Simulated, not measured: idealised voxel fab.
Module name: voxel self aligned vias (process module)
cross-section cut | 200 nm wide | cells 5 nm
Square cells in a grid make up a cross-section in this document, and the grid is given as bands, listed from the top down, each one or more rows of cells.
Band entry format. Leading values: height of top, height of bottom, nm. Remainder: materials in left-to-right order, each with its width in nm. Special words: "throughout" on a single material, which then fills the band edge to edge; "air", empty space.
All heights in this document are referenced to 0, defined as the level beneath which the wafer, as received, consists entirely of one material. The lowest band is not bounded below; it extends indefinitely downward and is written in the form "0 down".
Width: "30->40" (first number = top row, second number = bottom row, same change from row to row of cells).
The designation "all unchanged", where it is given for a processing step, indicates that no cell of the cross-section was altered in the course of that step.
"Unvented internal voids" specifies each empty space that is not open to the top and that occupies no fewer than 8 cells, using the form width x height at distance, the distance measured from the left edge and all three quantities in nm.
Read whatever lies past the settings on a step's line as the simulator's own remark about the step.
overlay nm: how far to the right of its planned place the mask lay on this masked step (negative: to the left).

List of planned process steps
1 RECEIVE [material Si]
2 CONFORMAL_DEP [material SiO2] [thk nm 15]
3 CONFORMAL_DEP [material SiCN] [thk nm 5]
4 DIRECTIONAL_DEP [material lowk] [thk nm 20]
5 PATTERN [tone open] [mask id LINES] [material resist] [width nm 20] [pitch nm 45] [thk nm 20] [overlay nm 0]
6 DIRECTIONAL_ETCH [etch materials lowk] [depth nm 20]
7 STRIP [etch materials resist]
8 CONFORMAL_DEP [material TiN] [thk nm 5]
9 FILL_DEP [material Ru] [thk nm 10]
10 CMP [height nm 40]
11 SELECTIVE_ETCH [etch materials W Ru TiN] [depth nm 10]
12 FILL_DEP [material SiN] [thk nm 10]
13 CMP [height nm 40]
14 DIRECTIONAL_DEP [material lowk] [thk nm 15]
15 MASKED_ETCH [tone open] [mask id VIAS] [width nm 30] [pitch nm 90] [etch materials lowk] [depth nm 15] [overlay nm 0]
16 MASKED_ETCH [tone open] [mask id VIAS] [width nm 30] [pitch nm 90] [etch materials SiN] [depth nm 10] [overlay nm 0]
17 CONFORMAL_DEP [material TiN] [thk nm 5]
18 FILL_DEP [material Ru] [thk nm 5]
19 CMP [height nm 55]
20 CONFORMAL_DEP [material SiN] [thk nm 5]

Run as planned: first of two wafers

Delivered wafer in cross-section: state after step 1
> 0 down | Si throughout
> Unvented internal voids: none

Take a look at the wafer's cross-section after step 2
> 15 to 0 | SiO2 throughout
> Everything below 0 is unchanged.

Take a look at the wafer's cross-section after step 3
> 20 to 15 | SiCN throughout
> Everything below 15 is unchanged.

Take a look at the wafer's cross-section after step 4
> 40 to 20 | lowk throughout
> Everything below 20 is unchanged.

Take a look at the wafer's cross-section after step 5
> 60 to 40 | resist 45  air 20  resist 25  air 20  resist 25  air 20  resist 45
> Everything below 40 is unchanged.

Take a look at the wafer's cross-section after step 6
> 60 to 40 | resist 45  air 20  resist 25  air 20  resist 25  air 20  resist 45
> 40 to 20 | lowk 45  air 20  lowk 25  air 20  lowk 25  air 20  lowk 45
> Everything below 20 is unchanged.

Take a look at the wafer's cross-section after step 7
> 40 to 20 | lowk 45  air 20  lowk 25  air 20  lowk 25  air 20  lowk 45
> Everything below 20 is unchanged.

Take a look at the wafer's cross-section after step 8
> 45 to 40 | TiN 50  air 10  TiN 35  air 10  TiN 35  air 10  TiN 50
> 40 to 25 | lowk 45  TiN 5  air 10  TiN 5  lowk 25  TiN 5  air 10  TiN 5  lowk 25  TiN 5  air 10  TiN 5  lowk 45
> 25 to 20 | lowk 45  TiN 20  lowk 25  TiN 20  lowk 25  TiN 20  lowk 45
> Everything below 20 is unchanged.

Take a look at the wafer's cross-section after step 9
> 55 to 45 | Ru throughout
> 45 to 40 | TiN 50  Ru 10  TiN 35  Ru 10  TiN 35  Ru 10  TiN 50
> 40 to 25 | lowk 45  TiN 5  Ru 10  TiN 5  lowk 25  TiN 5  Ru 10  TiN 5  lowk 25  TiN 5  Ru 10  TiN 5  lowk 45
> Everything below 25 is unchanged.

Take a look at the wafer's cross-section after step 10
> 40 to 25 | lowk 45  TiN 5  Ru 10  TiN 5  lowk 25  TiN 5  Ru 10  TiN 5  lowk 25  TiN 5  Ru 10  TiN 5  lowk 45
> Everything below 25 is unchanged.

Take a look at the wafer's cross-section after step 11
> 40 to 30 | lowk 45  air 20  lowk 25  air 20  lowk 25  air 20  lowk 45
> Everything below 30 is unchanged.

Take a look at the wafer's cross-section after step 12
> 50 to 40 | SiN throughout
> 40 to 30 | lowk 45  SiN 20  lowk 25  SiN 20  lowk 25  SiN 20  lowk 45
> Everything below 30 is unchanged.

Take a look at the wafer's cross-section after step 13
> 40 to 30 | lowk 45  SiN 20  lowk 25  SiN 20  lowk 25  SiN 20  lowk 45
> Everything below 30 is unchanged.

Take a look at the wafer's cross-section after step 14
> 55 to 40 | lowk throughout
> Everything below 40 is unchanged.

Take a look at the wafer's cross-section after step 15
> 55 to 40 | lowk 40  air 30  lowk 60  air 30  lowk 40
> Everything below 40 is unchanged.

Take a look at the wafer's cross-section after step 16
> 55 to 40 | lowk 40  air 30  lowk 60  air 30  lowk 40
> 40 to 30 | lowk 45  air 20  lowk 25  SiN 20  lowk 25  air 20  lowk 45
> Everything below 30 is unchanged.

Take a look at the wafer's cross-section after step 17
> 60 to 55 | TiN 45  air 20  TiN 70  air 20  TiN 45
> 55 to 45 | lowk 40  TiN 5  air 20  TiN 5  lowk 60  TiN 5  air 20  TiN 5  lowk 40
> 45 to 40 | lowk 40  TiN 10  air 10  TiN 10  lowk 60  TiN 10  air 10  TiN 10  lowk 40
> 40 to 35 | lowk 45  TiN 5  air 10  TiN 5  lowk 25  SiN 20  lowk 25  TiN 5  air 10  TiN 5  lowk 45
> 35 to 30 | lowk 45  TiN 20  lowk 25  SiN 20  lowk 25  TiN 20  lowk 45
> Everything below 30 is unchanged.

Take a look at the wafer's cross-section after step 18
> 65 to 60 | Ru throughout
> 60 to 55 | TiN 45  Ru 20  TiN 70  Ru 20  TiN 45
> 55 to 45 | lowk 40  TiN 5  Ru 20  TiN 5  lowk 60  TiN 5  Ru 20  TiN 5  lowk 40
> 45 to 40 | lowk 40  TiN 10  Ru 10  TiN 10  lowk 60  TiN 10  Ru 10  TiN 10  lowk 40
> 40 to 35 | lowk 45  TiN 5  Ru 10  TiN 5  lowk 25  SiN 20  lowk 25  TiN 5  Ru 10  TiN 5  lowk 45
> Everything below 35 is unchanged.

Take a look at the wafer's cross-section after step 19
> 55 to 45 | lowk 40  TiN 5  Ru 20  TiN 5  lowk 60  TiN 5  Ru 20  TiN 5  lowk 40
> Everything below 45 is unchanged.

Take a look at the wafer's cross-section after step 20
> 60 to 55 | SiN throughout
> Everything below 55 is unchanged.

It is to be noted that the second wafer proceeded from the same initial state and according to the same plan as the first, although one mistake was committed in its execution; through step 1, inclusive, the two wafers share an identical history

Second wafer shown in cross-section at the time step 2 was slated to end
> 5 to 0 | SiCN throughout
> Everything below 0 is unchanged.

Second wafer shown in cross-section at the time step 3 was slated to end
> 20 to 5 | SiO2 throughout
> Everything below 5 is unchanged.

Second wafer shown in cross-section at the time step 4 was slated to end
> 40 to 20 | lowk throughout
> Everything below 20 is unchanged.

Second wafer shown in cross-section at the time step 5 was slated to end
> 60 to 40 | resist 45  air 20  resist 25  air 20  resist 25  air 20  resist 45
> Everything below 40 is unchanged.

Second wafer shown in cross-section at the time step 6 was slated to end
> 60 to 40 | resist 45  air 20  resist 25  air 20  resist 25  air 20  resist 45
> 40 to 20 | lowk 45  air 20  lowk 25  air 20  lowk 25  air 20  lowk 45
> Everything below 20 is unchanged.

Second wafer shown in cross-section at the time step 7 was slated to end
> 40 to 20 | lowk 45  air 20  lowk 25  air 20  lowk 25  air 20  lowk 45
> Everything below 20 is unchanged.

Second wafer shown in cross-section at the time step 8 was slated to end
> 45 to 40 | TiN 50  air 10  TiN 35  air 10  TiN 35  air 10  TiN 50
> 40 to 25 | lowk 45  TiN 5  air 10  TiN 5  lowk 25  TiN 5  air 10  TiN 5  lowk 25  TiN 5  air 10  TiN 5  lowk 45
> 25 to 20 | lowk 45  TiN 20  lowk 25  TiN 20  lowk 25  TiN 20  lowk 45
> Everything below 20 is unchanged.

Second wafer shown in cross-section at the time step 9 was slated to end
> 55 to 45 | Ru throughout
> 45 to 40 | TiN 50  Ru 10  TiN 35  Ru 10  TiN 35  Ru 10  TiN 50
> 40 to 25 | lowk 45  TiN 5  Ru 10  TiN 5  lowk 25  TiN 5  Ru 10  TiN 5  lowk 25  TiN 5  Ru 10  TiN 5  lowk 45
> Everything below 25 is unchanged.

Second wafer shown in cross-section at the time step 10 was slated to end
> 40 to 25 | lowk 45  TiN 5  Ru 10  TiN 5  lowk 25  TiN 5  Ru 10  TiN 5  lowk 25  TiN 5  Ru 10  TiN 5  lowk 45
> Everything below 25 is unchanged.

Second wafer shown in cross-section at the time step 11 was slated to end
> 40 to 30 | lowk 45  air 20  lowk 25  air 20  lowk 25  air 20  lowk 45
> Everything below 30 is unchanged.

Second wafer shown in cross-section at the time step 12 was slated to end
> 50 to 40 | SiN throughout
> 40 to 30 | lowk 45  SiN 20  lowk 25  SiN 20  lowk 25  SiN 20  lowk 45
> Everything below 30 is unchanged.

Second wafer shown in cross-section at the time step 13 was slated to end
> 40 to 30 | lowk 45  SiN 20  lowk 25  SiN 20  lowk 25  SiN 20  lowk 45
> Everything below 30 is unchanged.

Second wafer shown in cross-section at the time step 14 was slated to end
> 55 to 40 | lowk throughout
> Everything below 40 is unchanged.

Second wafer shown in cross-section at the time step 15 was slated to end
> 55 to 40 | lowk 40  air 30  lowk 60  air 30  lowk 40
> Everything below 40 is unchanged.

Second wafer shown in cross-section at the time step 16 was slated to end
> 55 to 40 | lowk 40  air 30  lowk 60  air 30  lowk 40
> 40 to 30 | lowk 45  air 20  lowk 25  SiN 20  lowk 25  air 20  lowk 45
> Everything below 30 is unchanged.

Second wafer shown in cross-section at the time step 17 was slated to end
> 60 to 55 | TiN 45  air 20  TiN 70  air 20  TiN 45
> 55 to 45 | lowk 40  TiN 5  air 20  TiN 5  lowk 60  TiN 5  air 20  TiN 5  lowk 40
> 45 to 40 | lowk 40  TiN 10  air 10  TiN 10  lowk 60  TiN 10  air 10  TiN 10  lowk 40
> 40 to 35 | lowk 45  TiN 5  air 10  TiN 5  lowk 25  SiN 20  lowk 25  TiN 5  air 10  TiN 5  lowk 45
> 35 to 30 | lowk 45  TiN 20  lowk 25  SiN 20  lowk 25  TiN 20  lowk 45
> Everything below 30 is unchanged.

Second wafer shown in cross-section at the time step 18 was slated to end
> 65 to 60 | Ru throughout
> 60 to 55 | TiN 45  Ru 20  TiN 70  Ru 20  TiN 45
> 55 to 45 | lowk 40  TiN 5  Ru 20  TiN 5  lowk 60  TiN 5  Ru 20  TiN 5  lowk 40
> 45 to 40 | lowk 40  TiN 10  Ru 10  TiN 10  lowk 60  TiN 10  Ru 10  TiN 10  lowk 40
> 40 to 35 | lowk 45  TiN 5  Ru 10  TiN 5  lowk 25  SiN 20  lowk 25  TiN 5  Ru 10  TiN 5  lowk 45
> Everything below 35 is unchanged.

Second wafer shown in cross-section at the time step 19 was slated to end
> 55 to 45 | lowk 40  TiN 5  Ru 20  TiN 5  lowk 60  TiN 5  Ru 20  TiN 5  lowk 40
> Everything below 45 is unchanged.

Second wafer shown in cross-section at the time step 20 was slated to end
> 60 to 55 | SiN throughout
> Everything below 55 is unchanged.
In executing the process, a mistake was made relative to the plan: so 2 and 3 got swapped relative to the plan, each ran where the other was supposed to
At the close, every material occupies the same number of cells on the second wafer as on the first, only in different positions.
